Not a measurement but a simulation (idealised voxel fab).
process module | voxel air gaps
cross-section cut | 270 nm wide | cells 5 nm
A cross-section is a grid of square cells, given in bands from the top down. A band is one or more rows of cells.
Each band's line starts with the height of the band's top and of its bottom, in nm. Then come its materials from left to right, each with its width in nm. One material with "throughout" fills the band from edge to edge. "air" is empty space.
Height 0 is the level under which the wafer as received is all one material. The lowest band goes on downwards, as in "0 down".
A width such as "30 to 40" changes by the same amount from each row of cells to the next, from the band's top row to its bottom row.
"no change" after a step means that no cell of the cross-section changed.
closed voids: empty space of 8 cells or more with no open way to the top, each as width x height at its distance from the left edge, in nm
after a step's settings: what the simulator itself notes on the step
overlay nm, on a step with a mask: how far to the right of its planned place the mask lay; to the left if negative
plan
1 op RECEIVE | material Si
2 op CONFORMAL_DEP | material SiO2 | thk nm 15
3 op CONFORMAL_DEP | material SiCN | thk nm 5
4 op DIRECTIONAL_DEP | material lowk | thk nm 30
5 op PATTERN | tone open | mask id LINES | material resist | width nm 25 | pitch nm 50 | thk nm 15 | overlay nm 0
6 op DIRECTIONAL_ETCH | etch materials lowk | depth nm 30
7 op STRIP | etch materials resist
8 op CONFORMAL_DEP | material TiN | thk nm 5
9 op FILL_DEP | material W | thk nm 5
10 op CMP | height nm 50
11 op EPI | material Ru | thk nm 10
12 op SELECTIVE_ETCH | etch materials lowk | depth nm 40
13 op CONFORMAL_DEP | material SiCN | thk nm 5
first wafer, as planned
as received, after step 1
  0 down: Si throughout
  closed voids: none
after step 2
  15 to 0: SiO2 throughout
  below 0: unchanged
after step 3
  20 to 15: SiCN throughout
  below 15: unchanged
after step 4
  50 to 20: lowk throughout
  below 20: unchanged
after step 5
  65 to 50: resist 70 | air 25 | resist 25 | air 25 | resist 25 | air 25 | resist 75
  below 50: unchanged
after step 6
  65 to 50: resist 70 | air 25 | resist 25 | air 25 | resist 25 | air 25 | resist 75
  50 to 20: lowk 70 | air 25 | lowk 25 | air 25 | lowk 25 | air 25 | lowk 75
  below 20: unchanged
after step 7
  50 to 20: lowk 70 | air 25 | lowk 25 | air 25 | lowk 25 | air 25 | lowk 75
  below 20: unchanged
after step 8
  55 to 50: TiN 75 | air 15 | TiN 35 | air 15 | TiN 35 | air 15 | TiN 80
  50 to 25: lowk 70 | TiN 5 | air 15 | TiN 5 | lowk 25 | TiN 5 | air 15 | TiN 5 | lowk 25 | TiN 5 | air 15 | TiN 5 | lowk 75
  25 to 20: lowk 70 | TiN 25 | lowk 25 | TiN 25 | lowk 25 | TiN 25 | lowk 75
  below 20: unchanged
after step 9
  60 to 55: W throughout
  55 to 50: TiN 75 | W 15 | TiN 35 | W 15 | TiN 35 | W 15 | TiN 80
  50 to 25: lowk 70 | TiN 5 | W 15 | TiN 5 | lowk 25 | TiN 5 | W 15 | TiN 5 | lowk 25 | TiN 5 | W 15 | TiN 5 | lowk 75
  below 25: unchanged
after step 10
  50 to 25: lowk 70 | TiN 5 | W 15 | TiN 5 | lowk 25 | TiN 5 | W 15 | TiN 5 | lowk 25 | TiN 5 | W 15 | TiN 5 | lowk 75
  below 25: unchanged
after step 11
  60 to 50: air 60 | Ru 45 | air 5 | Ru 45 | air 5 | Ru 45 | air 65
  below 50: unchanged
after step 12
  60 to 50: air 60 | Ru 45 | air 5 | Ru 45 | air 5 | Ru 45 | air 65
  50 to 25: air 70 | TiN 5 | W 15 | TiN 5 | air 25 | TiN 5 | W 15 | TiN 5 | air 25 | TiN 5 | W 15 | TiN 5 | air 75
  25 to 20: air 70 | TiN 25 | air 25 | TiN 25 | air 25 | TiN 25 | air 75
  below 20: unchanged
after step 13
  65 to 60: air 55 | SiCN 155 | air 60
  60 to 50: air 55 | SiCN 5 | Ru 45 | SiCN 5 | Ru 45 | SiCN 5 | Ru 45 | SiCN 5 | air 60
  50 to 45: air 55 | SiCN 15 | TiN 5 | W 15 | TiN 5 | SiCN 25 | TiN 5 | W 15 | TiN 5 | SiCN 25 | TiN 5 | W 15 | TiN 5 | SiCN 15 | air 60
  45 to 25: air 65 | SiCN 5 | TiN 5 | W 15 | TiN 5 | SiCN 5 | air 15 | SiCN 5 | TiN 5 | W 15 | TiN 5 | SiCN 5 | air 15 | SiCN 5 | TiN 5 | W 15 | TiN 5 | SiCN 5 | air 70
  25 to 20: SiCN 70 | TiN 25 | SiCN 25 | TiN 25 | SiCN 25 | TiN 25 | SiCN 75
  below 20: unchanged
  closed voids: 15 x 20 at 100; 15 x 20 at 150
second wafer: like start, like plan, one mistake. Through step 4 it matches the first wafer
when step 5 should have ended
  65 to 50: air 70 | resist 25 | air 25 | resist 25 | air 25 | resist 25 | air 75
  below 50: unchanged
when step 6 should have ended
  65 to 50: air 70 | resist 25 | air 25 | resist 25 | air 25 | resist 25 | air 75
  50 to 20: air 70 | lowk 25 | air 25 | lowk 25 | air 25 | lowk 25 | air 75
  below 20: unchanged
when step 7 should have ended
  50 to 20: air 70 | lowk 25 | air 25 | lowk 25 | air 25 | lowk 25 | air 75
  below 20: unchanged
when step 8 should have ended
  55 to 50: air 65 | TiN 35 | air 15 | TiN 35 | air 15 | TiN 35 | air 70
  50 to 25: air 65 | TiN 5 | lowk 25 | TiN 5 | air 15 | TiN 5 | lowk 25 | TiN 5 | air 15 | TiN 5 | lowk 25 | TiN 5 | air 70
  25 to 20: TiN 70 | lowk 25 | TiN 25 | lowk 25 | TiN 25 | lowk 25 | TiN 75
  below 20: unchanged
when step 9 should have ended
  60 to 55: W throughout
  55 to 50: W 65 | TiN 35 | W 15 | TiN 35 | W 15 | TiN 35 | W 70
  50 to 25: W 65 | TiN 5 | lowk 25 | TiN 5 | W 15 | TiN 5 | lowk 25 | TiN 5 | W 15 | TiN 5 | lowk 25 | TiN 5 | W 70
  below 25: unchanged
when step 10 should have ended
  50 to 25: W 65 | TiN 5 | lowk 25 | TiN 5 | W 15 | TiN 5 | lowk 25 | TiN 5 | W 15 | TiN 5 | lowk 25 | TiN 5 | W 70
  below 25: unchanged
when step 11 should have ended
  60 to 50: Ru 80 | air 5 | Ru 45 | air 5 | Ru 45 | air 5 | Ru 85
  below 50: unchanged
when step 12 should have ended
  60 to 50: Ru 80 | air 5 | Ru 45 | air 5 | Ru 45 | air 5 | Ru 85
  50 to 25: W 65 | TiN 5 | air 25 | TiN 5 | W 15 | TiN 5 | air 25 | TiN 5 | W 15 | TiN 5 | air 25 | TiN 5 | W 70
  25 to 20: TiN 70 | air 25 | TiN 25 | air 25 | TiN 25 | air 25 | TiN 75
  below 20: unchanged
when step 13 should have ended
  65 to 60: SiCN throughout
  60 to 50: Ru 80 | SiCN 5 | Ru 45 | SiCN 5 | Ru 45 | SiCN 5 | Ru 85
  50 to 45: W 65 | TiN 5 | SiCN 25 | TiN 5 | W 15 | TiN 5 | SiCN 25 | TiN 5 | W 15 | TiN 5 | SiCN 25 | TiN 5 | W 70
  45 to 25: W 65 | TiN 5 | SiCN 5 | air 15 | SiCN 5 | TiN 5 | W 15 | TiN 5 | SiCN 5 | air 15 | SiCN 5 | TiN 5 | W 15 | TiN 5 | SiCN 5 | air 15 | SiCN 5 | TiN 5 | W 70
  25 to 20: TiN 70 | SiCN 25 | TiN 25 | SiCN 25 | TiN 25 | SiCN 25 | TiN 75
  below 20: unchanged
  closed voids: 15 x 20 at 75; 15 x 20 at 125; 15 x 20 at 175
what went wrong: step 5 ran as: op PATTERN | tone cover | mask id LINES | material resist | width nm 25 | pitch nm 50 | thk nm 15 | overlay nm 0
at the end the second wafer has, in cells: 48 more of Ru | 4 fewer of SiCN | 24 more of TiN | 120 more of W
closed voids at the end (first wafer, second wafer): 2, 3
